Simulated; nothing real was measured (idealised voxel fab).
Process module heading - voxel quadruple lines
Section cut is 245 nm wide and gridded with 5 nm square cells.
A cross-section is a grid of square cells, given in bands from the top down. A band is one or more rows of cells.
Heights first: top, then bottom, in nm. Then materials, left to right, each with a width in nm. "edge to edge" on a single material: fills the band edge to edge. "empty": empty space.
Below 0: as-received wafer, all one material; heights counted from there. Lowest band: no bottom, goes on down, written "0 nm and below".
With a width like "30 to 40", each row of cells in the band differs from the next by the same amount, the top row carrying the first number and the bottom row the second.
"no alterations made" after a step means that no cell of the cross-section changed.
Closed empty spaces (no open way to the top) of 8 cells or more are what "Cavities, sealed" lists, each as width x height at distance from the left edge, nm for all three.
It should be noted that, on the line of a given step, the content following the step's settings is a remark produced by the simulator itself with respect to that step.
overlay nm: step with mask; distance mask lay right of planned place; negative value = left of planned place.

plan
1: RECEIVE [material Si]
2: CONFORMAL_DEP [material Al2O3] [thk nm 5]
3: DIRECTIONAL_DEP [material TiN] [thk nm 10]
4: DIRECTIONAL_DEP [material polySi] [thk nm 20]
5: DIRECTIONAL_DEP [material aC] [thk nm 20]
6: PATTERN [tone cover] [mask id MANDREL] [material resist] [width nm 20] [pitch nm 60] [thk nm 25] [overlay nm 0]
7: DIRECTIONAL_ETCH [etch materials aC] [depth nm 20]
8: STRIP [etch materials resist]
9: CONFORMAL_DEP [material SiO2] [thk nm 10]
10: DIRECTIONAL_ETCH [etch materials SiO2] [depth nm 10]
11: STRIP [etch materials aC]
12: DIRECTIONAL_ETCH [etch materials polySi] [depth nm 20]
13: STRIP [etch materials SiO2]
14: CONFORMAL_DEP [material SiCN] [thk nm 5]
15: DIRECTIONAL_ETCH [etch materials SiCN] [depth nm 5]
16: STRIP [etch materials polySi]
17: DIRECTIONAL_ETCH [etch materials TiN] [depth nm 10]
18: STRIP [etch materials SiCN]
19: FILL_DEP [material SiO2] [thk nm 5]
20: CMP [height nm 15]

So this is the incoming wafer in cross-section - it's already been through step 1
- 0 nm and below  Si edge to edge
- Cavities, sealed: none

Wafer cross-section at end of module: start and plan as shown above, one execution error
- 15 nm to 5 nm  60 nm SiO2  5 nm TiN  10 nm SiO2  5 nm TiN  10 nm SiO2  5 nm TiN  10 nm SiO2  5 nm TiN  10 nm SiO2  5 nm TiN  10 nm SiO2  5 nm TiN  10 nm SiO2  5 nm TiN  10 nm SiO2  5 nm TiN  75 nm SiO2
- 5 nm to 0 nm  Al2O3 edge to edge
- 0 nm and below  Si edge to edge
- Cavities, sealed: none
The plan and the run diverged here: step 6 ran as: PATTERN [tone cover] [mask id MANDREL] [material resist] [width nm 20] [pitch nm 60] [thk nm 25] [overlay nm -5]
